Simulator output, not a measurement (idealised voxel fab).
Name of the process module below: voxel capacitor over wiring
Cross-section cut spans 205 nm and uses square cells 5 nm in size.
Square cells in a grid make up a cross-section in this document, and the grid is given as bands, listed from the top down, each one or more rows of cells. What a band's entry tells you: where the top is and where the bottom is, as heights in nm, and after that what lies inside, material by material from left to right, each with its width in nm. Empty space is written as the word "air", and a single material marked with the word "full width" occupies the band from edge to edge. Measure heights from 0. That's the level where, below it, the as-received wafer is all one material. The lowest band is bottomless and extends downward; write it as in "from 0 down". Width spec "30->40" -> top row of cells at first value, bottom row at second value, equal per-row change in between. A step reported as "changes: none" is a step in which no cell of the cross-section changed. Each empty space that has no open way to the top and spans at least 8 cells appears under "Closed cavities" as width x height at distance, the distance counted from the left edge, all in nm. Where a step's line continues beyond its settings, the continuation is a remark by the simulator itself on that step. overlay nm: mask offset rightward from planned place, masked step; negative means leftward offset.

PROCESS STEPS (PLANNED)
1 RECEIVE (material Si)
2 CONFORMAL_DEP (material SiO2; thk nm 15)
3 CONFORMAL_DEP (material SiCN; thk nm 5)
4 DIRECTIONAL_DEP (material lowk; thk nm 25)
5 PATTERN (tone open; mask id METAL_1; material resist; width nm 30; pitch nm 80; thk nm 15; overlay nm 0)
6 DIRECTIONAL_ETCH (etch materials lowk; depth nm 25)
7 DIRECTIONAL_ETCH (etch materials SiCN; depth nm 5)
8 STRIP (etch materials resist)
9 CONFORMAL_DEP (material TiN; thk nm 5)
10 FILL_DEP (material Cu; thk nm 10)
11 CMP (height nm 45)
12 CONFORMAL_DEP (material SiCN; thk nm 5)
13 DIRECTIONAL_DEP (material SiO2; thk nm 15)
14 MASKED_ETCH (tone open; mask id PLUG_1; width nm 15; etch materials SiO2; depth nm 15; overlay nm 0)
15 MASKED_ETCH (tone open; mask id PLUG_1; width nm 15; etch materials SiCN; depth nm 5; overlay nm 0)
16 EPI (material Ru; thk nm 10)
17 EPI (material Ru; thk nm 10)
18 DIRECTIONAL_DEP (material TiN; thk nm 5)
19 DIRECTIONAL_DEP (material SiN; thk nm 5)
20 DIRECTIONAL_DEP (material TiN; thk nm 10)
21 DIRECTIONAL_DEP (material aC; thk nm 10)
22 PATTERN (tone cover; mask id UPPER_PLATE; material resist; width nm 55; thk nm 25; overlay nm 0)
23 DIRECTIONAL_ETCH (etch materials aC; depth nm 10)
24 STRIP (etch materials resist)
25 DIRECTIONAL_ETCH (etch materials TiN; depth nm 10)
26 DIRECTIONAL_ETCH (etch materials SiN; depth nm 5)
27 STRIP (etch materials aC)
28 PATTERN (tone cover; mask id LOWER_PLATE; material resist; width nm 65; thk nm 20; overlay nm 0)
29 DIRECTIONAL_ETCH (etch materials TiN; depth nm 5)
30 STRIP (etch materials resist)
31 FILL_DEP (material SiO2; thk nm 15)
32 CMP (height nm 95)
33 PATTERN (tone open; mask id PLUG_2; material resist; width nm 15; thk nm 15; overlay nm 0)
34 DIRECTIONAL_ETCH (etch materials SiO2; depth nm 10)
35 STRIP (etch materials resist)
36 CONFORMAL_DEP (material TiN; thk nm 5)
37 FILL_DEP (material Cu; thk nm 5)
38 CMP (height nm 95)
39 CONFORMAL_DEP (material SiN; thk nm 5)

THE FIRST WAFER OF TWO, PROCESSED AS PLANNED

CROSS-SECTION OF THE WAFER AS IT CAME TO US, I.E., ALREADY THROUGH STEP 1
* from 0 down  Si full width
* Closed cavities: none

CROSS-SECTION: WAFER STATE AFTER STEP 2
* from 15 to 0  SiO2 full width
* Under 0: no change, same as before.

CROSS-SECTION: WAFER STATE AFTER STEP 3
* from 20 to 15  SiCN full width
* Under 15: no change, same as before.

CROSS-SECTION: WAFER STATE AFTER STEP 4
* from 45 to 20  lowk full width
* Under 20: no change, same as before.

CROSS-SECTION: WAFER STATE AFTER STEP 5
* from 60 to 45  45 nm resist, then 30 nm air, then 50 nm resist, then 30 nm air, then 50 nm resist
* Under 45: no change, same as before.

CROSS-SECTION: WAFER STATE AFTER STEP 6
* from 60 to 45  45 nm resist, then 30 nm air, then 50 nm resist, then 30 nm air, then 50 nm resist
* from 45 to 20  45 nm lowk, then 30 nm air, then 50 nm lowk, then 30 nm air, then 50 nm lowk
* Under 20: no change, same as before.

CROSS-SECTION: WAFER STATE AFTER STEP 7
* from 60 to 45  45 nm resist, then 30 nm air, then 50 nm resist, then 30 nm air, then 50 nm resist
* from 45 to 20  45 nm lowk, then 30 nm air, then 50 nm lowk, then 30 nm air, then 50 nm lowk
* from 20 to 15  45 nm SiCN, then 30 nm air, then 50 nm SiCN, then 30 nm air, then 50 nm SiCN
* Under 15: no change, same as before.

CROSS-SECTION: WAFER STATE AFTER STEP 8
* from 45 to 20  45 nm lowk, then 30 nm air, then 50 nm lowk, then 30 nm air, then 50 nm lowk
* Under 20: no change, same as before.

CROSS-SECTION: WAFER STATE AFTER STEP 9
* from 50 to 45  50 nm TiN, then 20 nm air, then 60 nm TiN, then 20 nm air, then 55 nm TiN
* from 45 to 20  45 nm lowk, then 5 nm TiN, then 20 nm air, then 5 nm TiN, then 50 nm lowk, then 5 nm TiN, then 20 nm air, then 5 nm TiN, then 50 nm lowk
* from 20 to 15  45 nm SiCN, then 30 nm TiN, then 50 nm SiCN, then 30 nm TiN, then 50 nm SiCN
* Under 15: no change, same as before.

CROSS-SECTION: WAFER STATE AFTER STEP 10
* from 60 to 50  Cu full width
* from 50 to 45  50 nm TiN, then 20 nm Cu, then 60 nm TiN, then 20 nm Cu, then 55 nm TiN
* from 45 to 20  45 nm lowk, then 5 nm TiN, then 20 nm Cu, then 5 nm TiN, then 50 nm lowk, then 5 nm TiN, then 20 nm Cu, then 5 nm TiN, then 50 nm lowk
* Under 20: no change, same as before.

CROSS-SECTION: WAFER STATE AFTER STEP 11
* from 45 to 20  45 nm lowk, then 5 nm TiN, then 20 nm Cu, then 5 nm TiN, then 50 nm lowk, then 5 nm TiN, then 20 nm Cu, then 5 nm TiN, then 50 nm lowk
* Under 20: no change, same as before.

CROSS-SECTION: WAFER STATE AFTER STEP 12
* from 50 to 45  SiCN full width
* Under 45: no change, same as before.

CROSS-SECTION: WAFER STATE AFTER STEP 13
* from 65 to 50  SiO2 full width
* Under 50: no change, same as before.

CROSS-SECTION: WAFER STATE AFTER STEP 14
* from 65 to 50  60 nm SiO2, then 15 nm air, then 130 nm SiO2
* Under 50: no change, same as before.

CROSS-SECTION: WAFER STATE AFTER STEP 15
* from 65 to 50  60 nm SiO2, then 15 nm air, then 130 nm SiO2
* from 50 to 45  60 nm SiCN, then 15 nm air, then 130 nm SiCN
* Under 45: no change, same as before.

CROSS-SECTION: WAFER STATE AFTER STEP 16
* from 65 to 55  60 nm SiO2, then 15 nm air, then 130 nm SiO2
* from 55 to 50  60 nm SiO2, then 15 nm Ru, then 130 nm SiO2
* from 50 to 45  60 nm SiCN, then 15 nm Ru, then 130 nm SiCN
* Under 45: no change, same as before.

CROSS-SECTION: WAFER STATE AFTER STEP 17
* from 65 to 50  60 nm SiO2, then 15 nm Ru, then 130 nm SiO2
* Under 50: no change, same as before.

CROSS-SECTION: WAFER STATE AFTER STEP 18
* from 70 to 65  TiN full width
* Under 65: no change, same as before.

CROSS-SECTION: WAFER STATE AFTER STEP 19
* from 75 to 70  SiN full width
* Under 70: no change, same as before.

CROSS-SECTION: WAFER STATE AFTER STEP 20
* from 85 to 75  TiN full width
* Under 75: no change, same as before.

CROSS-SECTION: WAFER STATE AFTER STEP 21
* from 95 to 85  aC full width
* Under 85: no change, same as before.

CROSS-SECTION: WAFER STATE AFTER STEP 22
* from 120 to 95  60 nm air, then 55 nm resist, then 90 nm air
* Under 95: no change, same as before.

CROSS-SECTION: WAFER STATE AFTER STEP 23
* from 110 to 95  60 nm air, then 55 nm resist, then 90 nm air
* from 95 to 85  60 nm air, then 55 nm aC, then 90 nm air
* Under 85: no change, same as before.

CROSS-SECTION: WAFER STATE AFTER STEP 24
* from 95 to 85  60 nm air, then 55 nm aC, then 90 nm air
* Under 85: no change, same as before.

CROSS-SECTION: WAFER STATE AFTER STEP 25
* from 95 to 85  60 nm air, then 55 nm aC, then 90 nm air
* from 85 to 75  60 nm air, then 55 nm TiN, then 90 nm air
* Under 75: no change, same as before.

CROSS-SECTION: WAFER STATE AFTER STEP 26
* from 95 to 85  60 nm air, then 55 nm aC, then 90 nm air
* from 85 to 75  60 nm air, then 55 nm TiN, then 90 nm air
* from 75 to 70  60 nm air, then 55 nm SiN, then 90 nm air
* Under 70: no change, same as before.

CROSS-SECTION: WAFER STATE AFTER STEP 27
* from 85 to 75  60 nm air, then 55 nm TiN, then 90 nm air
* Under 75: no change, same as before.

CROSS-SECTION: WAFER STATE AFTER STEP 28
* from 105 to 85  55 nm air, then 65 nm resist, then 85 nm air
* from 85 to 75  55 nm air, then 5 nm resist, then 55 nm TiN, then 5 nm resist, then 85 nm air
* from 75 to 70  55 nm air, then 5 nm resist, then 55 nm SiN, then 5 nm resist, then 85 nm air
* Under 70: no change, same as before.

CROSS-SECTION: WAFER STATE AFTER STEP 29
* from 105 to 85  55 nm air, then 65 nm resist, then 85 nm air
* from 85 to 75  55 nm air, then 5 nm resist, then 55 nm TiN, then 5 nm resist, then 85 nm air
* from 75 to 70  55 nm air, then 5 nm resist, then 55 nm SiN, then 5 nm resist, then 85 nm air
* from 70 to 65  55 nm air, then 65 nm TiN, then 85 nm air
* Under 65: no change, same as before.

CROSS-SECTION: WAFER STATE AFTER STEP 30
* from 85 to 75  60 nm air, then 55 nm TiN, then 90 nm air
* from 75 to 70  60 nm air, then 55 nm SiN, then 90 nm air
* Under 70: no change, same as before.

CROSS-SECTION: WAFER STATE AFTER STEP 31
* from 100 to 85  SiO2 full width
* from 85 to 75  60 nm SiO2, then 55 nm TiN, then 90 nm SiO2
* from 75 to 70  60 nm SiO2, then 55 nm SiN, then 90 nm SiO2
* from 70 to 65  55 nm SiO2, then 65 nm TiN, then 85 nm SiO2
* Under 65: no change, same as before.

CROSS-SECTION: WAFER STATE AFTER STEP 32
* from 95 to 85  SiO2 full width
* Under 85: no change, same as before.

CROSS-SECTION: WAFER STATE AFTER STEP 33
* from 110 to 95  70 nm resist, then 15 nm air, then 120 nm resist
* Under 95: no change, same as before.

CROSS-SECTION: WAFER STATE AFTER STEP 34
* from 110 to 95  70 nm resist, then 15 nm air, then 120 nm resist
* from 95 to 85  70 nm SiO2, then 15 nm air, then 120 nm SiO2
* Under 85: no change, same as before.

CROSS-SECTION: WAFER STATE AFTER STEP 35
* from 95 to 85  70 nm SiO2, then 15 nm air, then 120 nm SiO2
* Under 85: no change, same as before.

CROSS-SECTION: WAFER STATE AFTER STEP 36
* from 100 to 95  75 nm TiN, then 5 nm air, then 125 nm TiN
* from 95 to 90  70 nm SiO2, then 5 nm TiN, then 5 nm air, then 5 nm TiN, then 120 nm SiO2
* from 90 to 85  70 nm SiO2, then 15 nm TiN, then 120 nm SiO2
* Under 85: no change, same as before.

CROSS-SECTION: WAFER STATE AFTER STEP 37
* from 105 to 100  Cu full width
* from 100 to 95  75 nm TiN, then 5 nm Cu, then 125 nm TiN
* from 95 to 90  70 nm SiO2, then 5 nm TiN, then 5 nm Cu, then 5 nm TiN, then 120 nm SiO2
* Under 90: no change, same as before.

CROSS-SECTION: WAFER STATE AFTER STEP 38
* from 95 to 90  70 nm SiO2, then 5 nm TiN, then 5 nm Cu, then 5 nm TiN, then 120 nm SiO2
* Under 90: no change, same as before.

CROSS-SECTION: WAFER STATE AFTER STEP 39
* from 100 to 95  SiN full width
* Under 95: no change, same as before.

WAFER TWO: LIKE WAFER ONE IN START AND PLAN, BUT WITH ONE MISTAKE IN EXECUTION; IDENTICAL UP TO AND INCLUDING STEP 10

SECOND WAFER: CROSS-SECTION AT THE SCHEDULED END OF STEP 11
* from 40 to 20  45 nm lowk, then 5 nm TiN, then 20 nm Cu, then 5 nm TiN, then 50 nm lowk, then 5 nm TiN, then 20 nm Cu, then 5 nm TiN, then 50 nm lowk
* Under 20: no change, same as before.

SECOND WAFER: CROSS-SECTION AT THE SCHEDULED END OF STEP 12
* from 45 to 40  SiCN full width
* Under 40: no change, same as before.

SECOND WAFER: CROSS-SECTION AT THE SCHEDULED END OF STEP 13
* from 60 to 45  SiO2 full width
* Under 45: no change, same as before.

SECOND WAFER: CROSS-SECTION AT THE SCHEDULED END OF STEP 14
* from 60 to 45  60 nm SiO2, then 15 nm air, then 130 nm SiO2
* Under 45: no change, same as before.

SECOND WAFER: CROSS-SECTION AT THE SCHEDULED END OF STEP 15
* from 60 to 45  60 nm SiO2, then 15 nm air, then 130 nm SiO2
* from 45 to 40  60 nm SiCN, then 15 nm air, then 130 nm SiCN
* Under 40: no change, same as before.

SECOND WAFER: CROSS-SECTION AT THE SCHEDULED END OF STEP 16
* from 60 to 50  60 nm SiO2, then 15 nm air, then 130 nm SiO2
* from 50 to 45  60 nm SiO2, then 15 nm Ru, then 130 nm SiO2
* from 45 to 40  60 nm SiCN, then 15 nm Ru, then 130 nm SiCN
* Under 40: no change, same as before.

SECOND WAFER: CROSS-SECTION AT THE SCHEDULED END OF STEP 17
* from 60 to 45  60 nm SiO2, then 15 nm Ru, then 130 nm SiO2
* Under 45: no change, same as before.

SECOND WAFER: CROSS-SECTION AT THE SCHEDULED END OF STEP 18
* from 65 to 60  TiN full width
* Under 60: no change, same as before.

SECOND WAFER: CROSS-SECTION AT THE SCHEDULED END OF STEP 19
* from 70 to 65  SiN full width
* Under 65: no change, same as before.

SECOND WAFER: CROSS-SECTION AT THE SCHEDULED END OF STEP 20
* from 80 to 70  TiN full width
* Under 70: no change, same as before.

SECOND WAFER: CROSS-SECTION AT THE SCHEDULED END OF STEP 21
* from 90 to 80  aC full width
* Under 80: no change, same as before.

SECOND WAFER: CROSS-SECTION AT THE SCHEDULED END OF STEP 22
* from 115 to 90  60 nm air, then 55 nm resist, then 90 nm air
* Under 90: no change, same as before.

SECOND WAFER: CROSS-SECTION AT THE SCHEDULED END OF STEP 23
* from 105 to 90  60 nm air, then 55 nm resist, then 90 nm air
* from 90 to 80  60 nm air, then 55 nm aC, then 90 nm air
* Under 80: no change, same as before.

SECOND WAFER: CROSS-SECTION AT THE SCHEDULED END OF STEP 24
* from 90 to 80  60 nm air, then 55 nm aC, then 90 nm air
* Under 80: no change, same as before.

SECOND WAFER: CROSS-SECTION AT THE SCHEDULED END OF STEP 25
* from 90 to 80  60 nm air, then 55 nm aC, then 90 nm air
* from 80 to 70  60 nm air, then 55 nm TiN, then 90 nm air
* Under 70: no change, same as before.

SECOND WAFER: CROSS-SECTION AT THE SCHEDULED END OF STEP 26
* from 90 to 80  60 nm air, then 55 nm aC, then 90 nm air
* from 80 to 70  60 nm air, then 55 nm TiN, then 90 nm air
* from 70 to 65  60 nm air, then 55 nm SiN, then 90 nm air
* Under 65: no change, same as before.

SECOND WAFER: CROSS-SECTION AT THE SCHEDULED END OF STEP 27
* from 80 to 70  60 nm air, then 55 nm TiN, then 90 nm air
* Under 70: no change, same as before.

SECOND WAFER: CROSS-SECTION AT THE SCHEDULED END OF STEP 28
* from 100 to 80  55 nm air, then 65 nm resist, then 85 nm air
* from 80 to 70  55 nm air, then 5 nm resist, then 55 nm TiN, then 5 nm resist, then 85 nm air
* from 70 to 65  55 nm air, then 5 nm resist, then 55 nm SiN, then 5 nm resist, then 85 nm air
* Under 65: no change, same as before.

SECOND WAFER: CROSS-SECTION AT THE SCHEDULED END OF STEP 29
* from 100 to 80  55 nm air, then 65 nm resist, then 85 nm air
* from 80 to 70  55 nm air, then 5 nm resist, then 55 nm TiN, then 5 nm resist, then 85 nm air
* from 70 to 65  55 nm air, then 5 nm resist, then 55 nm SiN, then 5 nm resist, then 85 nm air
* from 65 to 60  55 nm air, then 65 nm TiN, then 85 nm air
* Under 60: no change, same as before.

SECOND WAFER: CROSS-SECTION AT THE SCHEDULED END OF STEP 30
* from 80 to 70  60 nm air, then 55 nm TiN, then 90 nm air
* from 70 to 65  60 nm air, then 55 nm SiN, then 90 nm air
* Under 65: no change, same as before.

SECOND WAFER: CROSS-SECTION AT THE SCHEDULED END OF STEP 31
* from 95 to 80  SiO2 full width
* from 80 to 70  60 nm SiO2, then 55 nm TiN, then 90 nm SiO2
* from 70 to 65  60 nm SiO2, then 55 nm SiN, then 90 nm SiO2
* from 65 to 60  55 nm SiO2, then 65 nm TiN, then 85 nm SiO2
* Under 60: no change, same as before.

Second wafer: cross-section at the scheduled end of step 32: changes: none

SECOND WAFER: CROSS-SECTION AT THE SCHEDULED END OF STEP 33
* from 110 to 95  70 nm resist, then 15 nm air, then 120 nm resist
* Under 95: no change, same as before.

SECOND WAFER: CROSS-SECTION AT THE SCHEDULED END OF STEP 34
* from 110 to 95  70 nm resist, then 15 nm air, then 120 nm resist
* from 95 to 85  70 nm SiO2, then 15 nm air, then 120 nm SiO2
* Under 85: no change, same as before.

SECOND WAFER: CROSS-SECTION AT THE SCHEDULED END OF STEP 35
* from 95 to 85  70 nm SiO2, then 15 nm air, then 120 nm SiO2
* Under 85: no change, same as before.

SECOND WAFER: CROSS-SECTION AT THE SCHEDULED END OF STEP 36
* from 100 to 95  75 nm TiN, then 5 nm air, then 125 nm TiN
* from 95 to 90  70 nm SiO2, then 5 nm TiN, then 5 nm air, then 5 nm TiN, then 120 nm SiO2
* from 90 to 85  70 nm SiO2, then 15 nm TiN, then 120 nm SiO2
* Under 85: no change, same as before.

SECOND WAFER: CROSS-SECTION AT THE SCHEDULED END OF STEP 37
* from 105 to 100  Cu full width
* from 100 to 95  75 nm TiN, then 5 nm Cu, then 125 nm TiN
* from 95 to 90  70 nm SiO2, then 5 nm TiN, then 5 nm Cu, then 5 nm TiN, then 120 nm SiO2
* Under 90: no change, same as before.

SECOND WAFER: CROSS-SECTION AT THE SCHEDULED END OF STEP 38
* from 95 to 90  70 nm SiO2, then 5 nm TiN, then 5 nm Cu, then 5 nm TiN, then 120 nm SiO2
* Under 90: no change, same as before.

SECOND WAFER: CROSS-SECTION AT THE SCHEDULED END OF STEP 39
* from 100 to 95  SiN full width
* Under 95: no change, same as before.
Against the plan, the run slipped here: step 11: run off-plan, actual operation and settings CMP (height nm 40)
Final comparison by cell count, materials where the second wafer has more or fewer than the first: Cu -8, SiO2 +41, TiN -4, lowk -29
